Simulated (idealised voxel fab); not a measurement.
process module | voxel wiring stack
The width of the displayed cross-section, cut, is 195 nm; its cells are square, with a size of 5 nm.
In this document a cross-section is written as a grid of square cells. It is given as a series of bands, listed from the top down, and a band is one or more rows of cells. This entry defines a band. It first specifies the height of the band's top and the height of its bottom in nm, and then specifies the band's materials from left to right, stating each material with its width in nm. The word "throughout" identifies a single material that fills the band from edge to edge, while the word "blank" identifies empty space. Ref level 0: as-received wafer is one material below here. Bottom band extends down with no lower bound ("0 and below"). A two-number width, for instance "30->40", indicates that the width is equal to the first number in the top row of the band and to the second number in the bottom row, and that it changes by a constant amount per row of cells. The cross-section has no changed cell in any step marked "remained unchanged". Reported under the label "Sealed void list" are the empty spaces having no open way to the top and comprising 8 cells or more; the notation for each is width x height at distance, in which the distance is measured from the left edge and all three values are in nm. Anything after a step's settings on that line? It's the simulator's own note about the step. Each step line may optionally specify "overlay nm", which for a step with a mask gives the rightward distance between the mask's planned place and where it lay, a negative value indicating the leftward direction.

-- Steps planned for the process
1 RECEIVE: material Si
2 CONFORMAL_DEP: material SiO2, thk nm 10
3 CONFORMAL_DEP: material SiN, thk nm 5
4 DIRECTIONAL_DEP: material SiO2, thk nm 15
5 DIRECTIONAL_DEP: material aC, thk nm 15
6 PATTERN: tone open, mask id METAL_1, material resist, width nm 25, pitch nm 40, thk nm 35, overlay nm 0
7 DIRECTIONAL_ETCH: etch materials aC, depth nm 15
8 STRIP: etch materials resist
9 DIRECTIONAL_ETCH: etch materials SiO2, depth nm 15
10 DIRECTIONAL_ETCH: etch materials SiN, depth nm 5
11 STRIP: etch materials aC
12 CONFORMAL_DEP: material TiN, thk nm 5
13 FILL_DEP: material W, thk nm 10
14 CMP: height nm 30
15 EPI: material Ru, thk nm 5
16 FILL_DEP: material SiCN, thk nm 5
17 DIRECTIONAL_DEP: material lowk, thk nm 15
18 DIRECTIONAL_DEP: material aC, thk nm 10
19 PATTERN: tone open, mask id PLUG_1, material resist, width nm 15, pitch nm 40, thk nm 30, overlay nm 0
20 DIRECTIONAL_ETCH: etch materials aC, depth nm 10
21 STRIP: etch materials resist
22 DIRECTIONAL_ETCH: etch materials lowk, depth nm 15
23 DIRECTIONAL_ETCH: etch materials SiCN, depth nm 5
24 STRIP: etch materials aC
25 CONFORMAL_DEP: material TiN, thk nm 5
26 FILL_DEP: material W, thk nm 10
27 CMP: height nm 55
28 CONFORMAL_DEP: material SiN, thk nm 5
29 DIRECTIONAL_DEP: material SiO2, thk nm 20
30 MASKED_ETCH: tone open, mask id METAL_2, width nm 25, pitch nm 40, etch materials SiO2, depth nm 20, overlay nm 0
31 MASKED_ETCH: tone open, mask id METAL_2, width nm 25, pitch nm 40, etch materials SiN, depth nm 5, overlay nm 0
32 CONFORMAL_DEP: material TiN, thk nm 5
33 FILL_DEP: material Cu, thk nm 5
34 CMP: height nm 80
35 CONFORMAL_DEP: material SiCN, thk nm 5
36 DIRECTIONAL_DEP: material SiO2, thk nm 20
37 DIRECTIONAL_DEP: material aC, thk nm 15
38 PATTERN: tone open, mask id PLUG_2, material resist, width nm 15, pitch nm 40, thk nm 30, overlay nm 0
39 DIRECTIONAL_ETCH: etch materials aC, depth nm 15
40 STRIP: etch materials resist
41 DIRECTIONAL_ETCH: etch materials SiO2, depth nm 20
42 DIRECTIONAL_ETCH: etch materials SiCN, depth nm 5
43 STRIP: etch materials aC
44 CONFORMAL_DEP: material TiN, thk nm 5
45 FILL_DEP: material W, thk nm 10
46 CMP: height nm 105
47 DIRECTIONAL_DEP: material TiN, thk nm 5
48 DIRECTIONAL_DEP: material W, thk nm 25
49 PATTERN: tone cover, mask id METAL_3, material resist, width nm 25, pitch nm 40, thk nm 20, overlay nm 0
50 DIRECTIONAL_ETCH: etch materials W, depth nm 25
51 DIRECTIONAL_ETCH: etch materials TiN, depth nm 5
52 STRIP: etch materials resist
53 FILL_DEP: material lowk, thk nm 5
54 CMP: height nm 135
55 CONFORMAL_DEP: material SiN, thk nm 5

-- This is the cross-section of the wafer as we received it, i.e. after step 1
* 0 and below: Si throughout
* Sealed void list: none

-- first wafer at the end, as planned
* 140 down to 135: SiN throughout
* 135 down to 110: 45 nm lowk | 25 nm W | 15 nm lowk | 25 nm W | 15 nm lowk | 25 nm W | 45 nm lowk
* 110 down to 105: 45 nm lowk | 25 nm TiN | 15 nm lowk | 25 nm TiN | 15 nm lowk | 25 nm TiN | 45 nm lowk
* 105 down to 85: 45 nm SiO2 | 5 nm TiN | 5 nm W | 5 nm TiN | 25 nm SiO2 | 5 nm TiN | 5 nm W | 5 nm TiN | 25 nm SiO2 | 5 nm TiN | 5 nm W | 5 nm TiN | 55 nm SiO2
* 85 down to 80: 45 nm SiCN | 15 nm TiN | 25 nm SiCN | 15 nm TiN | 25 nm SiCN | 15 nm TiN | 55 nm SiCN
* 80 down to 60: 45 nm SiO2 | 5 nm TiN | 15 nm Cu | 5 nm TiN | 15 nm SiO2 | 5 nm TiN | 15 nm Cu | 5 nm TiN | 15 nm SiO2 | 5 nm TiN | 15 nm Cu | 5 nm TiN | 45 nm SiO2
* 60 down to 55: 45 nm SiN | 25 nm TiN | 15 nm SiN | 25 nm TiN | 15 nm SiN | 25 nm TiN | 45 nm SiN
* 55 down to 40: 45 nm lowk | 5 nm TiN | 5 nm W | 5 nm TiN | 25 nm lowk | 5 nm TiN | 5 nm W | 5 nm TiN | 25 nm lowk | 5 nm TiN | 5 nm W | 5 nm TiN | 55 nm lowk
* 40 down to 35: 45 nm SiCN | 15 nm TiN | 25 nm SiCN | 15 nm TiN | 25 nm SiCN | 15 nm TiN | 55 nm SiCN
* 35 down to 30: 40 nm SiCN | 35 nm Ru | 5 nm SiCN | 35 nm Ru | 5 nm SiCN | 35 nm Ru | 40 nm SiCN
* 30 down to 15: 45 nm SiO2 | 5 nm TiN | 15 nm W | 5 nm TiN | 15 nm SiO2 | 5 nm TiN | 15 nm W | 5 nm TiN | 15 nm SiO2 | 5 nm TiN | 15 nm W | 5 nm TiN | 45 nm SiO2
* 15 down to 10: 45 nm SiN | 25 nm TiN | 15 nm SiN | 25 nm TiN | 15 nm SiN | 25 nm TiN | 45 nm SiN
* 10 down to 0: SiO2 throughout
* 0 and below: Si throughout
* Sealed void list: none

-- second wafer at the end: like start, like plan, one mistake
* 140 down to 135: SiN throughout
* 135 down to 110: 45 nm lowk | 25 nm W | 15 nm lowk | 25 nm W | 15 nm lowk | 25 nm W | 45 nm lowk
* 110 down to 105: 45 nm lowk | 25 nm TiN | 15 nm lowk | 25 nm TiN | 15 nm lowk | 25 nm TiN | 45 nm lowk
* 105 down to 85: 45 nm SiO2 | 5 nm TiN | 5 nm W | 5 nm TiN | 25 nm SiO2 | 5 nm TiN | 5 nm W | 5 nm TiN | 25 nm SiO2 | 5 nm TiN | 5 nm W | 5 nm TiN | 55 nm SiO2
* 85 down to 80: 45 nm SiCN | 15 nm TiN | 25 nm SiCN | 15 nm TiN | 25 nm SiCN | 15 nm TiN | 55 nm SiCN
* 80 down to 60: 45 nm SiO2 | 5 nm TiN | 15 nm Cu | 5 nm TiN | 15 nm SiO2 | 5 nm TiN | 15 nm Cu | 5 nm TiN | 15 nm SiO2 | 5 nm TiN | 15 nm Cu | 5 nm TiN | 45 nm SiO2
* 60 down to 55: 45 nm SiN | 25 nm TiN | 15 nm SiN | 25 nm TiN | 15 nm SiN | 25 nm TiN | 45 nm SiN
* 55 down to 40: 45 nm lowk | 5 nm TiN | 5 nm W | 5 nm TiN | 25 nm lowk | 5 nm TiN | 5 nm W | 5 nm TiN | 25 nm lowk | 5 nm TiN | 5 nm W | 5 nm TiN | 55 nm lowk
* 40 down to 35: 45 nm SiCN | 15 nm TiN | 25 nm SiCN | 15 nm TiN | 25 nm SiCN | 15 nm TiN | 55 nm SiCN
* 35 down to 30: 45 nm SiCN | 25 nm Ru | 15 nm SiCN | 25 nm Ru | 15 nm SiCN | 25 nm Ru | 45 nm SiCN
* 30 down to 15: 50 nm SiO2 | 5 nm TiN | 5 nm W | 5 nm TiN | 25 nm SiO2 | 5 nm TiN | 5 nm W | 5 nm TiN | 25 nm SiO2 | 5 nm TiN | 5 nm W | 5 nm TiN | 50 nm SiO2
* 15 down to 10: 50 nm SiN | 15 nm TiN | 25 nm SiN | 15 nm TiN | 25 nm SiN | 15 nm TiN | 50 nm SiN
* 10 down to 0: SiO2 throughout
* 0 and below: Si throughout
* Sealed void list: none
So what did we get wrong on this run? heads up, step 6 didn't go per plan, it actually ran as PATTERN: tone open, mask id METAL_1, material resist, width nm 15, pitch nm 40, thk nm 35, overlay nm 0
End check, counted in cells, second wafer has more or fewer of these materials than the first: -6 Ru; +6 SiCN; +6 SiN; +18 SiO2; -6 TiN; -18 W
